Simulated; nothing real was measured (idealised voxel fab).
Proc. module: voxel gate over fins
Cross-section cut: width 280 nm, square cells of 5 nm.
Throughout this document, each cross-section is represented as a grid of square cells and is presented as a sequence of bands enumerated from the top downward, where a band comprises one or more rows of cells. Read a band's entry like this: the first values are the height of its top and the height of its bottom in nm, and what follows is the sequence of materials from left to right, each with its width in nm. Note that "air" is empty space, and that a single material marked "throughout" reaches across the band from edge to edge. Height datum 0, below which the as-received substrate wafer is one material. Lowest band open at the bottom, running downward: "from 0 down". Per-row width for "30 to 40": begins at first number (top row of band), ends at second number (bottom row), increment between rows held constant. When a step is marked "remained unchanged", none of the cells in the cross-section changed during that step. Each empty space that has no open way to the top and spans at least 8 cells appears under "Closed void register" as width x height at distance, the distance counted from the left edge, all in nm. Text after the settings on a step's line: the simulator's own remark on that step. "overlay nm" answers the question of how far to the right of plan the mask lay on a step that has a mask, and when it is negative the answer is to the left.

THESE ARE THE STEPS WE PLANNED FOR THE PROCESS
step 1: RECEIVE (material Si)
step 2: CONFORMAL_DEP (material SiN; thk nm 10)
step 3: MASKED_ETCH (tone cover; mask id FINS; width nm 15; pitch nm 55; etch materials SiN; depth nm 10; overlay nm 0)
step 4: MASKED_ETCH (tone cover; mask id FINS; width nm 15; pitch nm 55; etch materials Si; depth nm 30; overlay nm 0)
step 5: OXIDIZE (depth nm 5)
step 6: FILL_DEP (material SiO2; thk nm 5)
step 7: CMP (height nm 10)
step 8: PATTERN (tone open; mask id RAIL; material resist; width nm 15; thk nm 15; overlay nm 0)
step 9: DIRECTIONAL_ETCH (etch materials SiO2; depth nm 35)
step 10: STRIP (etch materials resist)
step 11: CONFORMAL_DEP (material TiN; thk nm 5)
step 12: FILL_DEP (material Ru; thk nm 10)
step 13: CMP (height nm 10)
step 14: SELECTIVE_ETCH (etch materials W Ru TiN; depth nm 25)
step 15: FILL_DEP (material SiO2; thk nm 5)
step 16: CMP (height nm 10)
step 17: SELECTIVE_ETCH (etch materials SiO2; depth nm 20)
step 18: STRIP (etch materials SiN)
step 19: CONFORMAL_DEP (material HfO2; thk nm 5)
step 20: CONFORMAL_DEP (material TiN; thk nm 5)
step 21: FILL_DEP (material W; thk nm 10)
step 22: CMP (height nm 15)
step 23: CONFORMAL_DEP (material SiN; thk nm 5)

INCOMING WAFER IN CROSS-SECTION (STATE: AFTER STEP 1)
> from 0 down  Si throughout
> Closed void register: none

THIS IS HOW THE WAFER LOOKS IN CROSS-SECTION ONCE THE MODULE IS DONE, GIVEN THE STARTING STATE AND PLAN ABOVE AND ONE MISTAKE IN CARRYING THE PLAN OUT
> from 20 to 15  SiN throughout
> from 15 to 10  W 35, TiN 45, W 10, TiN 45, W 10, TiN 45, W 10, TiN 45, W 35
> from 10 to 5  TiN throughout
> from 5 to 0  TiN 50, HfO2 15, TiN 40, HfO2 15, TiN 40, HfO2 15, TiN 40, HfO2 15, TiN 50
> from 0 to -5  TiN 50, HfO2 5, Si 5, HfO2 5, TiN 40, HfO2 5, Si 5, HfO2 5, TiN 40, HfO2 5, Si 5, HfO2 5, TiN 40, HfO2 5, Si 5, HfO2 5, TiN 50
> from -5 to -10  HfO2 55, Si 5, HfO2 50, Si 5, HfO2 50, Si 5, HfO2 50, Si 5, HfO2 55
> from -10 to -15  SiO2 55, Si 5, SiO2 50, Si 5, SiO2 50, Si 5, SiO2 50, Si 5, SiO2 55
> from -15 to -20  SiO2 55, Si 5, SiO2 15, TiN 5, Ru 5, TiN 5, SiO2 20, Si 5, SiO2 50, Si 5, SiO2 50, Si 5, SiO2 55
> from -20 to -25  SiO2 55, Si 5, SiO2 15, TiN 15, SiO2 20, Si 5, SiO2 50, Si 5, SiO2 50, Si 5, SiO2 55
> from -25 to -35  SiO2 55, Si 5, SiO2 50, Si 5, SiO2 50, Si 5, SiO2 50, Si 5, SiO2 55
> from -35 down  Si throughout
> Closed void register: none
Which mistake was made when the wafer was run? step 20 was not run as planned; what actually ran was CONFORMAL_DEP (material TiN; thk nm 15)
